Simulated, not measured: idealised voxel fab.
The process module presented herein is designated voxel wiring stack.
The cross-section on display is named cut; it measures 145 nm wide, and its cells are 5 nm squares.
Reading order for cross-sections: top band down to bottom band. Underlying form: a grid of square cells. Band size: one or more rows of cells. Heights first: top, then bottom, in nm. Then materials, left to right, each with a width in nm. "full width" on a single material: fills the band edge to edge. "air": empty space. Basically, 0 is our baseline, since under it the wafer straight out of the box is all one material. The bottom band has no lower end and keeps on going down, so it looks like "0 and below". The width entry "30..40" should be interpreted row by row: the top row of cells in the band takes the first number, the bottom row takes the second number, and the change between adjacent rows is uniform throughout. Basically "no modification" means that step didn't change any cell in the cross-section. You'll see "Fully sealed cavities" listing empty spaces that have no way open to the top, as long as they're 8 cells or more; the notation is width x height at distance, where the distance is from the left edge, and all of it is in nm. Where a step's line continues beyond its settings, the continuation is a remark by the simulator itself on that step. Steps that use a mask can have "overlay nm" on their line. It says how far the mask sat to the right of where it was meant to be. Negative means to the left.

PROCESS STEPS FORESEEN IN THE PLAN
1 RECEIVE: material Si
2 CONFORMAL_DEP: material SiO2, thk nm 10
3 DIRECTIONAL_DEP: material TiN, thk nm 5
4 DIRECTIONAL_DEP: material W, thk nm 15
5 DIRECTIONAL_DEP: material aC, thk nm 15
6 PATTERN: tone cover, mask id METAL_1, material resist, width nm 25, pitch nm 55, thk nm 30, overlay nm 0
7 DIRECTIONAL_ETCH: etch materials aC, depth nm 15
8 STRIP: etch materials resist
9 DIRECTIONAL_ETCH: etch materials W, depth nm 15
10 DIRECTIONAL_ETCH: etch materials TiN, depth nm 5
11 STRIP: etch materials aC
12 CONFORMAL_DEP: material SiCN, thk nm 5
13 FILL_DEP: material SiO2, thk nm 5
14 CMP: height nm 30
15 CONFORMAL_DEP: material SiCN, thk nm 5
16 DIRECTIONAL_DEP: material SiO2, thk nm 35
17 MASKED_ETCH: tone open, mask id METAL_2_HOLES, width nm 15, etch materials SiO2, depth nm 35, overlay nm 0
18 PATTERN: tone open, mask id METAL_2, material resist, width nm 25, pitch nm 55, thk nm 20, overlay nm 0
19 DIRECTIONAL_ETCH: etch materials SiO2, depth nm 20
20 DIRECTIONAL_ETCH: etch materials SiCN, depth nm 5
21 STRIP: etch materials resist
22 CONFORMAL_DEP: material TiN, thk nm 5
23 FILL_DEP: material Ru, thk nm 10
24 CMP: height nm 70
25 CONFORMAL_DEP: material SiCN, thk nm 5
26 DIRECTIONAL_DEP: material SiO2, thk nm 20
27 DIRECTIONAL_DEP: material aC, thk nm 10
28 PATTERN: tone open, mask id PLUG_2, material resist, width nm 15, thk nm 25, overlay nm 0
29 DIRECTIONAL_ETCH: etch materials aC, depth nm 10
30 STRIP: etch materials resist
31 DIRECTIONAL_ETCH: etch materials SiO2, depth nm 20
32 DIRECTIONAL_ETCH: etch materials SiCN, depth nm 5
33 STRIP: etch materials aC
34 EPI: material Ru, thk nm 10
35 EPI: material Ru, thk nm 10
36 EPI: material Ru, thk nm 5
37 DIRECTIONAL_DEP: material TiN, thk nm 5
38 DIRECTIONAL_DEP: material Ru, thk nm 15
39 PATTERN: tone cover, mask id METAL_3, material resist, width nm 25, pitch nm 55, thk nm 15, overlay nm -15
40 DIRECTIONAL_ETCH: etch materials Ru, depth nm 15
41 DIRECTIONAL_ETCH: etch materials TiN, depth nm 5
42 STRIP: etch materials resist
43 FILL_DEP: material SiO2, thk nm 10
44 CMP: height nm 115
45 CONFORMAL_DEP: material SiN, thk nm 5
The wafers in this document start out alike and differ in the overlay nm applied at step 39; the plan shows the value used for the first wafer.

FIRST OF SEVERAL WAFERS, RECEIVED AFTER STEP 1, IN CROSS-SECTION
* 0 and below: Si full width
* Fully sealed cavities: none

QUICK KEY FOR THE TABLE: A ROW PER WAFER, TAKEN AT THE END OF THE MODULE. FOR EACH MATERIAL IT TELLS YOU HOW MANY CELLS THE WAFER GAINED (+) OR LOST (-) SINCE IT CAME IN, AND THE CLOSED VOIDS COME AFTER
overlay nm -15, +67 Ru, +83 SiCN, +29 SiN, +437 SiO2, +50 TiN, +30 W, Fully sealed cavities: none
overlay nm -10, +67 Ru, +83 SiCN, +29 SiN, +437 SiO2, +50 TiN, +30 W, Fully sealed cavities: none
overlay nm -5, +67 Ru, +83 SiCN, +29 SiN, +437 SiO2, +50 TiN, +30 W, Fully sealed cavities: none
overlay nm 0, +67 Ru, +83 SiCN, +29 SiN, +437 SiO2, +50 TiN, +30 W, Fully sealed cavities: none
overlay nm 5, +67 Ru, +83 SiCN, +29 SiN, +437 SiO2, +50 TiN, +30 W, Fully sealed cavities: none
overlay nm 10, +67 Ru, +83 SiCN, +29 SiN, +437 SiO2, +50 TiN, +30 W, Fully sealed cavities: none
overlay nm 15, +67 Ru, +83 SiCN, +29 SiN, +437 SiO2, +50 TiN, +30 W, Fully sealed cavities: none
